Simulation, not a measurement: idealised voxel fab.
voxel transistor to metal: a process module
We display cut, a cross-section 160 nm in width whose square cells are each 5 nm.
If you're reading a cross-section in this doc, picture square cells in a grid; it comes to you as bands, top ones listed first down to the bottom, and a band can be one or more rows of cells. For a band, the entry starts with two heights in nm, that of the top and then that of the bottom, and carries on with the band's materials in order from left to right, each alongside its width in nm; the word "edge to edge" beside a single material means it fills the band edge to edge, and "air" means empty space. Heights are reckoned from 0. Under this level, the received wafer is all of one material. The bottommost band is open-ended downward, for example "0..down". The two numbers in a width such as "30..40" mark its ends across the band: the first belongs to the top row of cells, the second to the bottom row, and from each row to the next the width moves by the same amount. A step reported as "no alterations made" is a step in which no cell of the cross-section changed. Basically, "Trapped void list" tells you about the enclosed voids: empty spaces with no open way to the top, 8 cells or bigger, each written width x height at distance, where distance is from the left edge, all in nm. Formally, on a step line, whatever follows the settings is a remark that the simulator itself makes on the step. overlay nm: for a step with a mask, the amount by which the mask lay right of where it was planned; a negative amount means left of it.

**These are the steps we planned for the process**
1. RECEIVE with material Si
2. CONFORMAL_DEP with material SiO2, thk nm 5
3. CONFORMAL_DEP with material SiN, thk nm 10
4. MASKED_ETCH with tone cover, mask id ACTIVE, width nm 100, etch materials SiN, depth nm 10, overlay nm 0
5. MASKED_ETCH with tone cover, mask id ACTIVE, width nm 100, etch materials SiO2, depth nm 5, overlay nm -15
6. MASKED_ETCH with tone cover, mask id ACTIVE, width nm 100, etch materials Si, depth nm 20, overlay nm 0
7. OXIDIZE with depth nm 5
8. FILL_DEP with material SiO2, thk nm 5
9. CMP with height nm 15
10. SELECTIVE_ETCH with etch materials SiO2, depth nm 10
11. STRIP with etch materials SiN
12. SELECTIVE_ETCH with etch materials SiO2, depth nm 5
13. OXIDIZE with depth nm 5
14. DIRECTIONAL_DEP with material polySi, thk nm 20
15. DIRECTIONAL_DEP with material SiCN, thk nm 10
16. DIRECTIONAL_DEP with material aC, thk nm 15
17. PATTERN with tone cover, mask id GATE, material resist, width nm 30, thk nm 30, overlay nm 0
18. DIRECTIONAL_ETCH with etch materials aC, depth nm 15
19. STRIP with etch materials resist
20. DIRECTIONAL_ETCH with etch materials SiCN, depth nm 20
21. DIRECTIONAL_ETCH with etch materials polySi, depth nm 30
22. STRIP with etch materials aC
23. CONFORMAL_DEP with material SiO2, thk nm 5
24. DIRECTIONAL_ETCH with etch materials SiO2, depth nm 5
25. CONFORMAL_DEP with material SiN, thk nm 10
26. DIRECTIONAL_ETCH with etch materials SiN, depth nm 10
27. DIRECTIONAL_ETCH with etch materials SiO2, depth nm 5
28. DIRECTIONAL_ETCH with etch materials Si, depth nm 15
29. EPI with material SiGe, thk nm 20
30. FILL_DEP with material SiO2, thk nm 5
31. CMP with height nm 20
32. STRIP with etch materials polySi
33. SELECTIVE_ETCH with etch materials SiO2, depth nm 5
34. CONFORMAL_DEP with material HfO2, thk nm 5
35. CONFORMAL_DEP with material TiN, thk nm 5
36. FILL_DEP with material W, thk nm 5
37. CMP with height nm 15
38. DIRECTIONAL_DEP with material SiO2, thk nm 15
39. MASKED_ETCH with tone open, mask id CONTACT, width nm 15, pitch nm 75, etch materials SiO2, depth nm 15, overlay nm 0
40. CONFORMAL_DEP with material TiN, thk nm 5
41. FILL_DEP with material Ru, thk nm 10
42. CMP with height nm 30
43. DIRECTIONAL_DEP with material TiN, thk nm 5
44. DIRECTIONAL_DEP with material W, thk nm 15
45. DIRECTIONAL_DEP with material aC, thk nm 15
46. PATTERN with tone cover, mask id METAL_1, material resist, width nm 15, pitch nm 75, thk nm 30, overlay nm 0
47. DIRECTIONAL_ETCH with etch materials aC, depth nm 15
48. STRIP with etch materials resist
49. DIRECTIONAL_ETCH with etch materials W, depth nm 15
50. DIRECTIONAL_ETCH with etch materials TiN, depth nm 5
51. STRIP with etch materials aC
52. FILL_DEP with material lowk, thk nm 10
53. CMP with height nm 50
54. CONFORMAL_DEP with material SiN, thk nm 5
Heads up: all these wafers start the same, and what changes between them is the overlay nm in step 5. The value you see in the plan is just what the first wafer got.

**Cross-sectional view of the first of several wafers in the as-received condition, corresponding to the state following step 1**
	0..down  Si edge to edge
	Trapped void list: none

**Below, a row for every wafer. Read it as the end-of-module picture: for each material the wafer shows its cells gained (+) or lost (-) since it was received, and then its closed voids**
overlay nm -15 | +14 HfO2 | +4 Ru | -103 Si | +62 SiGe | +44 SiN | +171 SiO2 | +30 TiN | +26 W | +104 lowk | Trapped void list: none
overlay nm -10 | +14 HfO2 | +4 Ru | -104 Si | +58 SiGe | +44 SiN | +176 SiO2 | +30 TiN | +26 W | +104 lowk | Trapped void list: none
overlay nm -5 | +14 HfO2 | +4 Ru | -105 Si | +54 SiGe | +44 SiN | +181 SiO2 | +30 TiN | +26 W | +104 lowk | Trapped void list: none
overlay nm 0 | +14 HfO2 | +4 Ru | -106 Si | +50 SiGe | +44 SiN | +186 SiO2 | +30 TiN | +26 W | +104 lowk | Trapped void list: none
overlay nm 5 | +14 HfO2 | +4 Ru | -105 Si | +54 SiGe | +44 SiN | +181 SiO2 | +30 TiN | +26 W | +104 lowk | Trapped void list: none
overlay nm 10 | +14 HfO2 | +4 Ru | -104 Si | +58 SiGe | +44 SiN | +176 SiO2 | +30 TiN | +26 W | +104 lowk | Trapped void list: none
overlay nm 15 | +14 HfO2 | +4 Ru | -103 Si | +62 SiGe | +44 SiN | +171 SiO2 | +30 TiN | +26 W | +104 lowk | Trapped void list: none
